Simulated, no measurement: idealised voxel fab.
process module | voxel released beams
cross-section cut | 180 nm wide | cells 5 nm
A cross-section is a grid of square cells, given in bands from the top down. A band is one or more rows of cells.
Each band's line starts with the height of the band's top and of its bottom, in nm. Then come its materials from left to right, each with its width in nm. One material with "throughout" fills the band from edge to edge. "air" is empty space.
Height 0 is the level under which the wafer as received is all one material. The lowest band goes on downwards, as in "0 down".
A width such as "30 to 40" changes by the same amount from each row of cells to the next, from the band's top row to its bottom row.
"no change" after a step means that no cell of the cross-section changed.
closed voids: empty space of 8 cells or more with no open way to the top, each as width x height at its distance from the left edge, in nm
after a step's settings: what the simulator itself notes on the step
overlay nm, on a step with a mask: how far to the right of its planned place the mask lay; to the left if negative
plan
1 op RECEIVE | material Si
2 op CONFORMAL_DEP | material Al2O3 | thk nm 5
3 op DIRECTIONAL_DEP | material SiO2 | thk nm 20
4 op MASKED_ETCH | tone open | mask id ANCHOR | width nm 40 | etch materials SiO2 | depth nm 20 | overlay nm 0
5 op CONFORMAL_DEP | material SiN | thk nm 15
6 op PATTERN | tone cover | mask id BEAM | material resist | width nm 105 | thk nm 15 | overlay nm 0
7 op DIRECTIONAL_ETCH | etch materials SiN | depth nm 15
8 op STRIP | etch materials resist
9 op STRIP | etch materials SiO2
first wafer, as planned
as received, after step 1
  0 down: Si throughout
  closed voids: none
after step 2
  5 to 0: Al2O3 throughout
  below 0: unchanged
after step 3
  25 to 5: SiO2 throughout
  below 5: unchanged
after step 4
  25 to 5: SiO2 40 | air 40 | SiO2 100
  below 5: unchanged
after step 5
  40 to 25: SiN 55 | air 10 | SiN 115
  25 to 20: SiO2 40 | SiN 15 | air 10 | SiN 15 | SiO2 100
  20 to 5: SiO2 40 | SiN 40 | SiO2 100
  below 5: unchanged
after step 6
  55 to 40: air 35 | resist 105 | air 40
  40 to 25: SiN 55 | resist 10 | SiN 115
  25 to 20: SiO2 40 | SiN 15 | resist 10 | SiN 15 | SiO2 100
  below 20: unchanged
after step 7
  55 to 40: air 35 | resist 105 | air 40
  40 to 25: air 35 | SiN 20 | resist 10 | SiN 75 | air 40
  below 25: unchanged
after step 8
  40 to 25: air 35 | SiN 20 | air 10 | SiN 75 | air 40
  25 to 20: SiO2 40 | SiN 15 | air 10 | SiN 15 | SiO2 100
  below 20: unchanged
after step 9
  40 to 25: air 35 | SiN 20 | air 10 | SiN 75 | air 40
  25 to 20: air 40 | SiN 15 | air 10 | SiN 15 | air 100
  20 to 5: air 40 | SiN 40 | air 100
  below 5: unchanged
second wafer: like start, like plan, one mistake. Through step 4 it matches the first wafer
when step 5 should have ended
  55 to 25: SiN throughout
  25 to 5: SiO2 40 | SiN 40 | SiO2 100
  below 5: unchanged
when step 6 should have ended
  70 to 55: air 35 | resist 105 | air 40
  below 55: unchanged
when step 7 should have ended
  70 to 55: air 35 | resist 105 | air 40
  55 to 40: air 35 | SiN 105 | air 40
  below 40: unchanged
when step 8 should have ended
  55 to 40: air 35 | SiN 105 | air 40
  below 40: unchanged
when step 9 should have ended: no change
what went wrong: step 5 was run twice
at the end the second wafer has, in cells: 116 more of SiN | 112 more of SiO2
